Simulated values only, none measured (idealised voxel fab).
The name of this process module is voxel wiring stack.
Xsec cut, 155 nm wide, square cell size 5 nm.
Cross-section spec: square-cell grid; bands listed top down; each band is one or more rows. Quick guide to a band line: top height, bottom height (nm) up front; then every material left to right with its width in nm. Only one material and it's marked "edge to edge"? Then it fills the band edge to edge. And "blank" just means empty space. Note: height 0 marks the level under which the wafer is uniformly one material as received. Lowest band unbounded below, written "0 and below". Note: "30->40" means the width goes from the first number (top row of the band) to the second number (bottom row) in equal steps per row of cells. What does "no change occurred" mean for a step? It means no cell of the cross-section changed in that step. "Enclosed void inventory" lists enclosed empty spaces (at least 8 cells, no open path upward to the top), each as width x height at distance from the left edge, in nm. If you see something after the settings on a step's line, that's the simulator's own remark about that step. overlay nm: how far to the right of its planned place the mask lay on this masked step (negative: to the left). Pairs ahead. Before: cross-section ahead of one process step. After: cross-section once the step is done, shown to the lowest changed band only. Under each pair: that step, with settings. Caution: pairs may come from different runs of this module on the same starting wafer; a pair follows the pair above only where its "Pre-step geometry" entry says so.
## Pre-step geometry
	0 and below = Si edge to edge
	Enclosed void inventory: none
## As Processed
	15 down to 0 = SiO2 edge to edge
	Below a height of 0, the structure has not been altered.
	Enclosed void inventory: none
Step taken after the before cross-section and before the after cross-section above: CONFORMAL_DEP with material SiO2, thk nm 15
Pre-step geometry: It is represented by the cross-section appearing after the step of the pair directly above.
## As Processed
	20 down to 15 = TiN edge to edge
	Below a height of 15, the structure has not been altered.
	Enclosed void inventory: none
Step taken after the before cross-section and before the after cross-section above: DIRECTIONAL_DEP with material TiN, thk nm 5
Pre-step geometry: It is represented by the cross-section appearing after the step of the pair directly above.
## As Processed
	40 down to 20 = Ru edge to edge
	Below a height of 20, the structure has not been altered.
	Enclosed void inventory: none
Step taken after the before cross-section and before the after cross-section above: DIRECTIONAL_DEP with material Ru, thk nm 20
Pre-step geometry: It is represented by the cross-section appearing after the step of the pair directly above.
## As Processed
	55 down to 40 = blank 30  resist 20  blank 15  resist 20  blank 15  resist 20  blank 35
	Below a height of 40, the structure has not been altered.
	Enclosed void inventory: none
Step taken after the before cross-section and before the after cross-section above: PATTERN with tone cover, mask id METAL_1, material resist, width nm 20, pitch nm 35, thk nm 15, overlay nm 0
Pre-step geometry: It is represented by the cross-section appearing after the step of the pair directly above.
## As Processed
	55 down to 40 = blank 30  resist 20  blank 15  resist 20  blank 15  resist 20  blank 35
	40 down to 20 = blank 30  Ru 20  blank 15  Ru 20  blank 15  Ru 20  blank 35
	Below a height of 20, the structure has not been altered.
	Enclosed void inventory: none
Step taken after the before cross-section and before the after cross-section above: DIRECTIONAL_ETCH with etch materials Ru, depth nm 20
Pre-step geometry: It is represented by the cross-section appearing after the step of the pair directly above.
## As Processed
	55 down to 40 = blank 30  resist 20  blank 15  resist 20  blank 15  resist 20  blank 35
	40 down to 20 = blank 30  Ru 20  blank 15  Ru 20  blank 15  Ru 20  blank 35
	20 down to 15 = blank 30  TiN 20  blank 15  TiN 20  blank 15  TiN 20  blank 35
	Below a height of 15, the structure has not been altered.
	Enclosed void inventory: none
Step taken after the before cross-section and before the after cross-section above: DIRECTIONAL_ETCH with etch materials TiN, depth nm 5
Pre-step geometry: It is represented by the cross-section appearing after the step of the pair directly above.
## As Processed
	40 down to 20 = blank 30  Ru 20  blank 15  Ru 20  blank 15  Ru 20  blank 35
	Below a height of 20, the structure has not been altered.
	Enclosed void inventory: none
Step taken after the before cross-section and before the after cross-section above: STRIP with etch materials resist
Pre-step geometry: It is represented by the cross-section appearing after the step of the pair directly above.
## As Processed
	45 down to 40 = blank 25  SiN 30  blank 5  SiN 30  blank 5  SiN 30  blank 30
	40 down to 20 = blank 25  SiN 5  Ru 20  SiN 5  blank 5  SiN 5  Ru 20  SiN 5  blank 5  SiN 5  Ru 20  SiN 5  blank 30
	20 down to 15 = SiN 30  TiN 20  SiN 15  TiN 20  SiN 15  TiN 20  SiN 35
	Below a height of 15, the structure has not been altered.
	Enclosed void inventory: none
Step taken after the before cross-section and before the after cross-section above: CONFORMAL_DEP with material SiN, thk nm 5
Pre-step geometry: It is represented by the cross-section appearing after the step of the pair directly above.
## As Processed
	50 down to 45 = SiO2 edge to edge
	45 down to 40 = SiO2 25  SiN 30  SiO2 5  SiN 30  SiO2 5  SiN 30  SiO2 30
	40 down to 20 = SiO2 25  SiN 5  Ru 20  SiN 5  SiO2 5  SiN 5  Ru 20  SiN 5  SiO2 5  SiN 5  Ru 20  SiN 5  SiO2 30
	Below a height of 20, the structure has not been altered.
	Enclosed void inventory: none
Step taken after the before cross-section and before the after cross-section above: FILL_DEP with material SiO2, thk nm 5
Pre-step geometry: It is represented by the cross-section appearing after the step of the pair directly above.
## As Processed
	40 down to 20 = SiO2 25  SiN 5  Ru 20  SiN 5  SiO2 5  SiN 5  Ru 20  SiN 5  SiO2 5  SiN 5  Ru 20  SiN 5  SiO2 30
	Below a height of 20, the structure has not been altered.
	Enclosed void inventory: none
Step taken after the before cross-section and before the after cross-section above: CMP with height nm 40
Pre-step geometry: It is represented by the cross-section appearing after the step of the pair directly above.
## As Processed
	45 down to 40 = SiCN edge to edge
	Below a height of 40, the structure has not been altered.
	Enclosed void inventory: none
Step taken after the before cross-section and before the after cross-section above: CONFORMAL_DEP with material SiCN, thk nm 5
Pre-step geometry: It is represented by the cross-section appearing after the step of the pair directly above.
## As Processed
	55 down to 45 = SiO2 edge to edge
	Below a height of 45, the structure has not been altered.
	Enclosed void inventory: none
Step taken after the before cross-section and before the after cross-section above: DIRECTIONAL_DEP with material SiO2, thk nm 10
Pre-step geometry: It is represented by the cross-section appearing after the step of the pair directly above.
## As Processed
	70 down to 55 = resist 30  blank 15  resist 55  blank 15  resist 40
	Below a height of 55, the structure has not been altered.
	Enclosed void inventory: none
Step taken after the before cross-section and before the after cross-section above: PATTERN with tone open, mask id PLUG_1, material resist, width nm 15, pitch nm 70, thk nm 15, overlay nm 0
Pre-step geometry: It is represented by the cross-section appearing after the step of the pair directly above.
## As Processed
	70 down to 55 = resist 30  blank 15  resist 55  blank 15  resist 40
	55 down to 45 = SiO2 30  blank 15  SiO2 55  blank 15  SiO2 40
	Below a height of 45, the structure has not been altered.
	Enclosed void inventory: none
Step taken after the before cross-section and before the after cross-section above: DIRECTIONAL_ETCH with etch materials SiO2, depth nm 10
Pre-step geometry: It is represented by the cross-section appearing after the step of the pair directly above.
## As Processed
	70 down to 55 = resist 30  blank 15  resist 55  blank 15  resist 40
	55 down to 45 = SiO2 30  blank 15  SiO2 55  blank 15  SiO2 40
	45 down to 40 = SiCN 30  blank 15  SiCN 55  blank 15  SiCN 40
	Below a height of 40, the structure has not been altered.
	Enclosed void inventory: none
Step taken after the before cross-section and before the after cross-section above: DIRECTIONAL_ETCH with etch materials SiCN, depth nm 5
Pre-step geometry: It is represented by the cross-section appearing after the step of the pair directly above.
## As Processed
	55 down to 45 = SiO2 30  blank 15  SiO2 55  blank 15  SiO2 40
	Below a height of 45, the structure has not been altered.
	Enclosed void inventory: none
Step taken after the before cross-section and before the after cross-section above: STRIP with etch materials resist
Pre-step geometry: It is represented by the cross-section appearing after the step of the pair directly above.
## As Processed
	60 down to 55 = TiN 35  blank 5  TiN 65  blank 5  TiN 45
	55 down to 45 = SiO2 30  TiN 5  blank 5  TiN 5  SiO2 55  TiN 5  blank 5  TiN 5  SiO2 40
	45 down to 40 = SiCN 30  TiN 15  SiCN 55  TiN 15  SiCN 40
	Below a height of 40, the structure has not been altered.
	Enclosed void inventory: none
Step taken after the before cross-section and before the after cross-section above: CONFORMAL_DEP with material TiN, thk nm 5
Pre-step geometry: It is represented by the cross-section appearing after the step of the pair directly above.
## As Processed
	65 down to 60 = Cu edge to edge
	60 down to 55 = TiN 35  Cu 5  TiN 65  Cu 5  TiN 45
	55 down to 45 = SiO2 30  TiN 5  Cu 5  TiN 5  SiO2 55  TiN 5  Cu 5  TiN 5  SiO2 40
	Below a height of 45, the structure has not been altered.
	Enclosed void inventory: none
Step taken after the before cross-section and before the after cross-section above: FILL_DEP with material Cu, thk nm 5
Pre-step geometry: It is represented by the cross-section appearing after the step of the pair directly above.
## As Processed
	55 down to 45 = SiO2 30  TiN 5  Cu 5  TiN 5  SiO2 55  TiN 5  Cu 5  TiN 5  SiO2 40
	Below a height of 45, the structure has not been altered.
	Enclosed void inventory: none
Step taken after the before cross-section and before the after cross-section above: CMP with height nm 55
Pre-step geometry: It is represented by the cross-section appearing after the step of the pair directly above.
## As Processed
	60 down to 55 = SiN edge to edge
	Below a height of 55, the structure has not been altered.
	Enclosed void inventory: none
Step taken after the before cross-section and before the after cross-section above: CONFORMAL_DEP with material SiN, thk nm 5
Pre-step geometry: It is represented by the cross-section appearing after the step of the pair directly above.
## As Processed
	85 down to 60 = lowk edge to edge
	Below a height of 60, the structure has not been altered.
	Enclosed void inventory: none
Step taken after the before cross-section and before the after cross-section above: DIRECTIONAL_DEP with material lowk, thk nm 25
Pre-step geometry: It is represented by the cross-section appearing after the step of the pair directly above.
## As Processed
	100 down to 85 = aC edge to edge
	Below a height of 85, the structure has not been altered.
	Enclosed void inventory: none
Step taken after the before cross-section and before the after cross-section above: DIRECTIONAL_DEP with material aC, thk nm 15
Pre-step geometry: It is represented by the cross-section appearing after the step of the pair directly above.
## As Processed
	130 down to 100 = resist 30  blank 20  resist 15  blank 20  resist 15  blank 20  resist 35
	Below a height of 100, the structure has not been altered.
	Enclosed void inventory: none
Step taken after the before cross-section and before the after cross-section above: PATTERN with tone open, mask id METAL_2, material resist, width nm 20, pitch nm 35, thk nm 30, overlay nm 0
Pre-step geometry: It is represented by the cross-section appearing after the step of the pair directly above.
## As Processed
	115 down to 100 = resist 30  blank 20  resist 15  blank 20  resist 15  blank 20  resist 35
	100 down to 85 = aC 30  blank 20  aC 15  blank 20  aC 15  blank 20  aC 35
	Below a height of 85, the structure has not been altered.
	Enclosed void inventory: none
Step taken after the before cross-section and before the after cross-section above: DIRECTIONAL_ETCH with etch materials aC, depth nm 15
Pre-step geometry: It is represented by the cross-section appearing after the step of the pair directly above.
## As Processed
	100 down to 85 = aC 30  blank 20  aC 15  blank 20  aC 15  blank 20  aC 35
	Below a height of 85, the structure has not been altered.
	Enclosed void inventory: none
Step taken after the before cross-section and before the after cross-section above: STRIP with etch materials resist
Pre-step geometry: It is represented by the cross-section appearing after the step of the pair directly above.
## As Processed
	100 down to 85 = aC 30  blank 20  aC 15  blank 20  aC 15  blank 20  aC 35
	85 down to 60 = lowk 30  blank 20  lowk 15  blank 20  lowk 15  blank 20  lowk 35
	Below a height of 60, the structure has not been altered.
	Enclosed void inventory: none
Step taken after the before cross-section and before the after cross-section above: DIRECTIONAL_ETCH with etch materials lowk, depth nm 25
Pre-step geometry: It is represented by the cross-section appearing after the step of the pair directly above.
## As Processed
	100 down to 85 = aC 30  blank 20  aC 15  blank 20  aC 15  blank 20  aC 35
	85 down to 60 = lowk 30  blank 20  lowk 15  blank 20  lowk 15  blank 20  lowk 35
	60 down to 55 = SiN 30  blank 20  SiN 15  blank 20  SiN 15  blank 20  SiN 35
	Below a height of 55, the structure has not been altered.
	Enclosed void inventory: none
Step taken after the before cross-section and before the after cross-section above: DIRECTIONAL_ETCH with etch materials SiN, depth nm 5
Pre-step geometry: It is represented by the cross-section appearing after the step of the pair directly above.
## As Processed
	85 down to 60 = lowk 30  blank 20  lowk 15  blank 20  lowk 15  blank 20  lowk 35
	Below a height of 60, the structure has not been altered.
	Enclosed void inventory: none
Step taken after the before cross-section and before the after cross-section above: STRIP with etch materials aC
Pre-step geometry: It is represented by the cross-section appearing after the step of the pair directly above.
## As Processed
	90 down to 85 = TiN 35  blank 10  TiN 25  blank 10  TiN 25  blank 10  TiN 40
	85 down to 60 = lowk 30  TiN 5  blank 10  TiN 5  lowk 15  TiN 5  blank 10  TiN 5  lowk 15  TiN 5  blank 10  TiN 5  lowk 35
	60 down to 55 = SiN 30  TiN 20  SiN 15  TiN 20  SiN 15  TiN 20  SiN 35
	Below a height of 55, the structure has not been altered.
	Enclosed void inventory: none
Step taken after the before cross-section and before the after cross-section above: CONFORMAL_DEP with material TiN, thk nm 5
Pre-step geometry: It is represented by the cross-section appearing after the step of the pair directly above.
## As Processed
	100 down to 90 = Cu edge to edge
	90 down to 85 = TiN 35  Cu 10  TiN 25  Cu 10  TiN 25  Cu 10  TiN 40
	85 down to 60 = lowk 30  TiN 5  Cu 10  TiN 5  lowk 15  TiN 5  Cu 10  TiN 5  lowk 15  TiN 5  Cu 10  TiN 5  lowk 35
	Below a height of 60, the structure has not been altered.
	Enclosed void inventory: none
Step taken after the before cross-section and before the after cross-section above: FILL_DEP with material Cu, thk nm 10
Pre-step geometry: It is represented by the cross-section appearing after the step of the pair directly above.
## As Processed
	85 down to 60 = lowk 30  TiN 5  Cu 10  TiN 5  lowk 15  TiN 5  Cu 10  TiN 5  lowk 15  TiN 5  Cu 10  TiN 5  lowk 35
	Below a height of 60, the structure has not been altered.
	Enclosed void inventory: none
Step taken after the before cross-section and before the after cross-section above: CMP with height nm 85
Pre-step geometry: It is represented by the cross-section appearing after the step of the pair directly above.
## As Processed
	90 down to 85 = blank 25  Ru 30  blank 5  Ru 30  blank 5  Ru 30  blank 30
	Below a height of 85, the structure has not been altered.
	Enclosed void inventory: none
Step taken after the before cross-section and before the after cross-section above: EPI with material Ru, thk nm 5
Pre-step geometry: It is represented by the cross-section appearing after the step of the pair directly above.
## As Processed
	95 down to 90 = SiCN edge to edge
	90 down to 85 = SiCN 25  Ru 30  SiCN 5  Ru 30  SiCN 5  Ru 30  SiCN 30
	Below a height of 85, the structure has not been altered.
	Enclosed void inventory: none
Step taken after the before cross-section and before the after cross-section above: FILL_DEP with material SiCN, thk nm 5
Pre-step geometry: It is represented by the cross-section appearing after the step of the pair directly above.
## As Processed
	115 down to 95 = SiO2 edge to edge
	Below a height of 95, the structure has not been altered.
	Enclosed void inventory: none
Step taken after the before cross-section and before the after cross-section above: DIRECTIONAL_DEP with material SiO2, thk nm 20
Pre-step geometry: It is represented by the cross-section appearing after the step of the pair directly above.
## As Processed
	130 down to 115 = resist 30  blank 15  resist 20  blank 15  resist 20  blank 15  resist 40
	Below a height of 115, the structure has not been altered.
	Enclosed void inventory: none
Step taken after the before cross-section and before the after cross-section above: PATTERN with tone open, mask id PLUG_2, material resist, width nm 15, pitch nm 35, thk nm 15, overlay nm 0
Pre-step geometry: It is represented by the cross-section appearing after the step of the pair directly above.
## As Processed
	130 down to 115 = resist 30  blank 15  resist 20  blank 15  resist 20  blank 15  resist 40
	115 down to 95 = SiO2 30  blank 15  SiO2 20  blank 15  SiO2 20  blank 15  SiO2 40
	Below a height of 95, the structure has not been altered.
	Enclosed void inventory: none
Step taken after the before cross-section and before the after cross-section above: DIRECTIONAL_ETCH with etch materials SiO2, depth nm 20
Pre-step geometry: It is represented by the cross-section appearing after the step of the pair directly above.
## As Processed
	130 down to 115 = resist 30  blank 15  resist 20  blank 15  resist 20  blank 15  resist 40
	115 down to 95 = SiO2 30  blank 15  SiO2 20  blank 15  SiO2 20  blank 15  SiO2 40
	95 down to 90 = SiCN 30  blank 15  SiCN 20  blank 15  SiCN 20  blank 15  SiCN 40
	Below a height of 90, the structure has not been altered.
	Enclosed void inventory: none
Step taken after the before cross-section and before the after cross-section above: DIRECTIONAL_ETCH with etch materials SiCN, depth nm 5
Pre-step geometry: It is represented by the cross-section appearing after the step of the pair directly above.
## As Processed
	115 down to 95 = SiO2 30  blank 15  SiO2 20  blank 15  SiO2 20  blank 15  SiO2 40
	Below a height of 95, the structure has not been altered.
	Enclosed void inventory: none
Step taken after the before cross-section and before the after cross-section above: STRIP with etch materials resist
Pre-step geometry: It is represented by the cross-section appearing after the step of the pair directly above.
## As Processed
	115 down to 100 = SiO2 30  blank 15  SiO2 20  blank 15  SiO2 20  blank 15  SiO2 40
	100 down to 95 = SiO2 30  Ru 15  SiO2 20  Ru 15  SiO2 20  Ru 15  SiO2 40
	95 down to 85 = SiCN 30->25  Ru 15->30  SiCN 20->5  Ru 15->30  SiCN 20->5  Ru 15->30  SiCN 40->30
	Below a height of 85, the structure has not been altered.
	Enclosed void inventory: none
Step taken after the before cross-section and before the after cross-section above: EPI with material Ru, thk nm 10
Pre-step geometry: It is represented by the cross-section appearing after the step of the pair directly above.
## As Processed
	115 down to 110 = SiO2 30  blank 15  SiO2 20  blank 15  SiO2 20  blank 15  SiO2 40
	110 down to 95 = SiO2 30  Ru 15  SiO2 20  Ru 15  SiO2 20  Ru 15  SiO2 40
	Below a height of 95, the structure has not been altered.
	Enclosed void inventory: none
Step taken after the before cross-section and before the after cross-section above: EPI with material Ru, thk nm 10
Pre-step geometry: It is represented by the cross-section appearing after the step of the pair directly above.
## As Processed
	115 down to 95 = SiO2 30  Ru 15  SiO2 20  Ru 15  SiO2 20  Ru 15  SiO2 40
	Below a height of 95, the structure has not been altered.
	Enclosed void inventory: none
Step taken after the before cross-section and before the after cross-section above: EPI with material Ru, thk nm 5
Pre-step geometry: It is represented by the cross-section appearing after the step of the pair directly above.
## As Processed
	120 down to 115 = SiN edge to edge
	Below a height of 115, the structure has not been altered.
	Enclosed void inventory: none
Step taken after the before cross-section and before the after cross-section above: CONFORMAL_DEP with material SiN, thk nm 5
Pre-step geometry: It is represented by the cross-section appearing after the step of the pair directly above.
## As Processed
	135 down to 120 = lowk edge to edge
	Below a height of 120, the structure has not been altered.
	Enclosed void inventory: none
Step taken after the before cross-section and before the after cross-section above: DIRECTIONAL_DEP with material lowk, thk nm 15
Pre-step geometry: It is represented by the cross-section appearing after the step of the pair directly above.
## As Processed
	135 down to 120 = lowk 30  blank 20  lowk 15  blank 20  lowk 15  blank 20  lowk 35
	Below a height of 120, the structure has not been altered.
	Enclosed void inventory: none
Step taken after the before cross-section and before the after cross-section above: MASKED_ETCH with tone open, mask id METAL_3, width nm 20, pitch nm 35, etch materials lowk, depth nm 15, overlay nm 0
Pre-step geometry: It is represented by the cross-section appearing after the step of the pair directly above.
## As Processed
	135 down to 120 = lowk 30  blank 20  lowk 15  blank 20  lowk 15  blank 20  lowk 35
	120 down to 115 = SiN 30  blank 20  SiN 15  blank 20  SiN 15  blank 20  SiN 35
	Below a height of 115, the structure has not been altered.
	Enclosed void inventory: none
Step taken after the before cross-section and before the after cross-section above: MASKED_ETCH with tone open, mask id METAL_3, width nm 20, pitch nm 35, etch materials SiN, depth nm 5, overlay nm 0
Pre-step geometry: It is represented by the cross-section appearing after the step of the pair directly above.
## As Processed
	140 down to 135 = TiN 35  blank 10  TiN 25  blank 10  TiN 25  blank 10  TiN 40
	135 down to 120 = lowk 30  TiN 5  blank 10  TiN 5  lowk 15  TiN 5  blank 10  TiN 5  lowk 15  TiN 5  blank 10  TiN 5  lowk 35
	120 down to 115 = SiN 30  TiN 20  SiN 15  TiN 20  SiN 15  TiN 20  SiN 35
	Below a height of 115, the structure has not been altered.
	Enclosed void inventory: none
Step taken after the before cross-section and before the after cross-section above: CONFORMAL_DEP with material TiN, thk nm 5
Pre-step geometry: It is represented by the cross-section appearing after the step of the pair directly above.
## As Processed
	145 down to 140 = Cu edge to edge
	140 down to 135 = TiN 35  Cu 10  TiN 25  Cu 10  TiN 25  Cu 10  TiN 40
	135 down to 120 = lowk 30  TiN 5  Cu 10  TiN 5  lowk 15  TiN 5  Cu 10  TiN 5  lowk 15  TiN 5  Cu 10  TiN 5  lowk 35
	Below a height of 120, the structure has not been altered.
	Enclosed void inventory: none
Step taken after the before cross-section and before the after cross-section above: FILL_DEP with material Cu, thk nm 5
Pre-step geometry: It is represented by the cross-section appearing after the step of the pair directly above.
## As Processed
	135 down to 120 = lowk 30  TiN 5  Cu 10  TiN 5  lowk 15  TiN 5  Cu 10  TiN 5  lowk 15  TiN 5  Cu 10  TiN 5  lowk 35
	Below a height of 120, the structure has not been altered.
	Enclosed void inventory: none
Step taken after the before cross-section and before the after cross-section above: CMP with height nm 135
Pre-step geometry: It is represented by the cross-section appearing after the step of the pair directly above.
## As Processed
	140 down to 135 = SiN edge to edge
	Below a height of 135, the structure has not been altered.
	Enclosed void inventory: none
Step taken after the before cross-section and before the after cross-section above: CONFORMAL_DEP with material SiN, thk nm 5
## Pre-step geometry
	100 down to 90 = Cu edge to edge
	90 down to 85 = TiN 35  Cu 10  TiN 25  Cu 10  TiN 25  Cu 10  TiN 40
	85 down to 60 = lowk 30  TiN 5  Cu 10  TiN 5  lowk 15  TiN 5  Cu 10  TiN 5  lowk 15  TiN 5  Cu 10  TiN 5  lowk 35
	60 down to 55 = SiN 30  TiN 20  SiN 15  TiN 20  SiN 15  TiN 20  SiN 35
	55 down to 45 = SiO2 30  TiN 5  Cu 5  TiN 5  SiO2 55  TiN 5  Cu 5  TiN 5  SiO2 40
	45 down to 40 = SiCN 30  TiN 15  SiCN 55  TiN 15  SiCN 40
	40 down to 20 = SiO2 25  SiN 5  Ru 20  SiN 5  SiO2 5  SiN 5  Ru 20  SiN 5  SiO2 5  SiN 5  Ru 20  SiN 5  SiO2 30
	20 down to 15 = SiN 30  TiN 20  SiN 15  TiN 20  SiN 15  TiN 20  SiN 35
	15 down to 0 = SiO2 edge to edge
	0 and below = Si edge to edge
	Enclosed void inventory: none
## As Processed
	105 down to 100 = Ru edge to edge
	Below a height of 100, the structure has not been altered.
	Enclosed void inventory: none
Step taken after the before cross-section and before the after cross-section above: EPI with material Ru, thk nm 5
Pre-step geometry: It is represented by the cross-section appearing after the step of the pair directly above.
## As Processed
	110 down to 105 = SiCN edge to edge
	Below a height of 105, the structure has not been altered.
	Enclosed void inventory: none
Step taken after the before cross-section and before the after cross-section above: FILL_DEP with material SiCN, thk nm 5
Pre-step geometry: It is represented by the cross-section appearing after the step of the pair directly above.
## As Processed
	130 down to 110 = SiO2 edge to edge
	Below a height of 110, the structure has not been altered.
	Enclosed void inventory: none
Step taken after the before cross-section and before the after cross-section above: DIRECTIONAL_DEP with material SiO2, thk nm 20
Pre-step geometry: It is represented by the cross-section appearing after the step of the pair directly above.
## As Processed
	145 down to 130 = resist 30  blank 15  resist 20  blank 15  resist 20  blank 15  resist 40
	Below a height of 130, the structure has not been altered.
	Enclosed void inventory: none
Step taken after the before cross-section and before the after cross-section above: PATTERN with tone open, mask id PLUG_2, material resist, width nm 15, pitch nm 35, thk nm 15, overlay nm 0
Pre-step geometry: It is represented by the cross-section appearing after the step of the pair directly above.
## As Processed
	145 down to 130 = resist 30  blank 15  resist 20  blank 15  resist 20  blank 15  resist 40
	130 down to 110 = SiO2 30  blank 15  SiO2 20  blank 15  SiO2 20  blank 15  SiO2 40
	Below a height of 110, the structure has not been altered.
	Enclosed void inventory: none
Step taken after the before cross-section and before the after cross-section above: DIRECTIONAL_ETCH with etch materials SiO2, depth nm 20
Pre-step geometry: It is represented by the cross-section appearing after the step of the pair directly above.
## As Processed
	145 down to 130 = resist 30  blank 15  resist 20  blank 15  resist 20  blank 15  resist 40
	130 down to 110 = SiO2 30  blank 15  SiO2 20  blank 15  SiO2 20  blank 15  SiO2 40
	110 down to 105 = SiCN 30  blank 15  SiCN 20  blank 15  SiCN 20  blank 15  SiCN 40
	Below a height of 105, the structure has not been altered.
	Enclosed void inventory: none
Step taken after the before cross-section and before the after cross-section above: DIRECTIONAL_ETCH with etch materials SiCN, depth nm 5
Pre-step geometry: It is represented by the cross-section appearing after the step of the pair directly above.
## As Processed
	130 down to 110 = SiO2 30  blank 15  SiO2 20  blank 15  SiO2 20  blank 15  SiO2 40
	Below a height of 110, the structure has not been altered.
	Enclosed void inventory: none
Step taken after the before cross-section and before the after cross-section above: STRIP with etch materials resist
Pre-step geometry: It is represented by the cross-section appearing after the step of the pair directly above.
## As Processed
	130 down to 115 = SiO2 30  blank 15  SiO2 20  blank 15  SiO2 20  blank 15  SiO2 40
	115 down to 110 = SiO2 30  Ru 15  SiO2 20  Ru 15  SiO2 20  Ru 15  SiO2 40
	110 down to 105 = SiCN 30  Ru 15  SiCN 20  Ru 15  SiCN 20  Ru 15  SiCN 40
	Below a height of 105, the structure has not been altered.
	Enclosed void inventory: none
Step taken after the before cross-section and before the after cross-section above: EPI with material Ru, thk nm 10
Pre-step geometry: It is represented by the cross-section appearing after the step of the pair directly above.
## As Processed
	130 down to 125 = SiO2 30  blank 15  SiO2 20  blank 15  SiO2 20  blank 15  SiO2 40
	125 down to 110 = SiO2 30  Ru 15  SiO2 20  Ru 15  SiO2 20  Ru 15  SiO2 40
	Below a height of 110, the structure has not been altered.
	Enclosed void inventory: none
Step taken after the before cross-section and before the after cross-section above: EPI with material Ru, thk nm 10
Pre-step geometry: It is represented by the cross-section appearing after the step of the pair directly above.
## As Processed
	130 down to 110 = SiO2 30  Ru 15  SiO2 20  Ru 15  SiO2 20  Ru 15  SiO2 40
	Below a height of 110, the structure has not been altered.
	Enclosed void inventory: none
Step taken after the before cross-section and before the after cross-section above: EPI with material Ru, thk nm 5
Pre-step geometry: It is represented by the cross-section appearing after the step of the pair directly above.
## As Processed
	135 down to 130 = SiN edge to edge
	Below a height of 130, the structure has not been altered.
	Enclosed void inventory: none
Step taken after the before cross-section and before the after cross-section above: CONFORMAL_DEP with material SiN, thk nm 5
Pre-step geometry: It is represented by the cross-section appearing after the step of the pair directly above.
## As Processed
	150 down to 135 = lowk edge to edge
	Below a height of 135, the structure has not been altered.
	Enclosed void inventory: none
Step taken after the before cross-section and before the after cross-section above: DIRECTIONAL_DEP with material lowk, thk nm 15
Pre-step geometry: It is represented by the cross-section appearing after the step of the pair directly above.
## As Processed
	150 down to 135 = lowk 30  blank 20  lowk 15  blank 20  lowk 15  blank 20  lowk 35
	Below a height of 135, the structure has not been altered.
	Enclosed void inventory: none
Step taken after the before cross-section and before the after cross-section above: MASKED_ETCH with tone open, mask id METAL_3, width nm 20, pitch nm 35, etch materials lowk, depth nm 15, overlay nm 0
Pre-step geometry: It is represented by the cross-section appearing after the step of the pair directly above.
## As Processed
	150 down to 135 = lowk 30  blank 20  lowk 15  blank 20  lowk 15  blank 20  lowk 35
	135 down to 130 = SiN 30  blank 20  SiN 15  blank 20  SiN 15  blank 20  SiN 35
	Below a height of 130, the structure has not been altered.
	Enclosed void inventory: none
Step taken after the before cross-section and before the after cross-section above: MASKED_ETCH with tone open, mask id METAL_3, width nm 20, pitch nm 35, etch materials SiN, depth nm 5, overlay nm 0
Pre-step geometry: It is represented by the cross-section appearing after the step of the pair directly above.
## As Processed
	155 down to 150 = TiN 35  blank 10  TiN 25  blank 10  TiN 25  blank 10  TiN 40
	150 down to 135 = lowk 30  TiN 5  blank 10  TiN 5  lowk 15  TiN 5  blank 10  TiN 5  lowk 15  TiN 5  blank 10  TiN 5  lowk 35
	135 down to 130 = SiN 30  TiN 20  SiN 15  TiN 20  SiN 15  TiN 20  SiN 35
	Below a height of 130, the structure has not been altered.
	Enclosed void inventory: none
Step taken after the before cross-section and before the after cross-section above: CONFORMAL_DEP with material TiN, thk nm 5
Pre-step geometry: It is represented by the cross-section appearing after the step of the pair directly above.
## As Processed
	160 down to 155 = Cu edge to edge
	155 down to 150 = TiN 35  Cu 10  TiN 25  Cu 10  TiN 25  Cu 10  TiN 40
	150 down to 135 = lowk 30  TiN 5  Cu 10  TiN 5  lowk 15  TiN 5  Cu 10  TiN 5  lowk 15  TiN 5  Cu 10  TiN 5  lowk 35
	Below a height of 135, the structure has not been altered.
	Enclosed void inventory: none
Step taken after the before cross-section and before the after cross-section above: FILL_DEP with material Cu, thk nm 5
Pre-step geometry: It is represented by the cross-section appearing after the step of the pair directly above.
## As Processed
	135 down to 130 = SiN 30  TiN 20  SiN 15  TiN 20  SiN 15  TiN 20  SiN 35
	Below a height of 130, the structure has not been altered.
	Enclosed void inventory: none
Step taken after the before cross-section and before the after cross-section above: CMP with height nm 135
Pre-step geometry: It is represented by the cross-section appearing after the step of the pair directly above.
## As Processed
	140 down to 135 = SiN edge to edge
	Below a height of 135, the structure has not been altered.
	Enclosed void inventory: none
Step taken after the before cross-section and before the after cross-section above: CONFORMAL_DEP with material SiN, thk nm 5
## Pre-step geometry
	15 down to 0 = SiO2 edge to edge
	0 and below = Si edge to edge
	Enclosed void inventory: none
## As Processed
	30 down to 0 = SiO2 edge to edge
	Below a height of 0, the structure has not been altered.
	Enclosed void inventory: none
Step taken after the before cross-section and before the after cross-section above: CONFORMAL_DEP with material SiO2, thk nm 15
Pre-step geometry: It is represented by the cross-section appearing after the step of the pair directly above.
## As Processed
	35 down to 30 = TiN edge to edge
	Below a height of 30, the structure has not been altered.
	Enclosed void inventory: none
Step taken after the before cross-section and before the after cross-section above: DIRECTIONAL_DEP with material TiN, thk nm 5
Pre-step geometry: It is represented by the cross-section appearing after the step of the pair directly above.
## As Processed
	55 down to 35 = Ru edge to edge
	Below a height of 35, the structure has not been altered.
	Enclosed void inventory: none
Step taken after the before cross-section and before the after cross-section above: DIRECTIONAL_DEP with material Ru, thk nm 20
Pre-step geometry: It is represented by the cross-section appearing after the step of the pair directly above.
## As Processed
	70 down to 55 = blank 30  resist 20  blank 15  resist 20  blank 15  resist 20  blank 35
	Below a height of 55, the structure has not been altered.
	Enclosed void inventory: none
Step taken after the before cross-section and before the after cross-section above: PATTERN with tone cover, mask id METAL_1, material resist, width nm 20, pitch nm 35, thk nm 15, overlay nm 0
Pre-step geometry: It is represented by the cross-section appearing after the step of the pair directly above.
## As Processed
	70 down to 55 = blank 30  resist 20  blank 15  resist 20  blank 15  resist 20  blank 35
	55 down to 35 = blank 30  Ru 20  blank 15  Ru 20  blank 15  Ru 20  blank 35
	Below a height of 35, the structure has not been altered.
	Enclosed void inventory: none
Step taken after the before cross-section and before the after cross-section above: DIRECTIONAL_ETCH with etch materials Ru, depth nm 20
Pre-step geometry: It is represented by the cross-section appearing after the step of the pair directly above.
## As Processed
	70 down to 55 = blank 30  resist 20  blank 15  resist 20  blank 15  resist 20  blank 35
	55 down to 35 = blank 30  Ru 20  blank 15  Ru 20  blank 15  Ru 20  blank 35
	35 down to 30 = blank 30  TiN 20  blank 15  TiN 20  blank 15  TiN 20  blank 35
	Below a height of 30, the structure has not been altered.
	Enclosed void inventory: none
Step taken after the before cross-section and before the after cross-section above: DIRECTIONAL_ETCH with etch materials TiN, depth nm 5
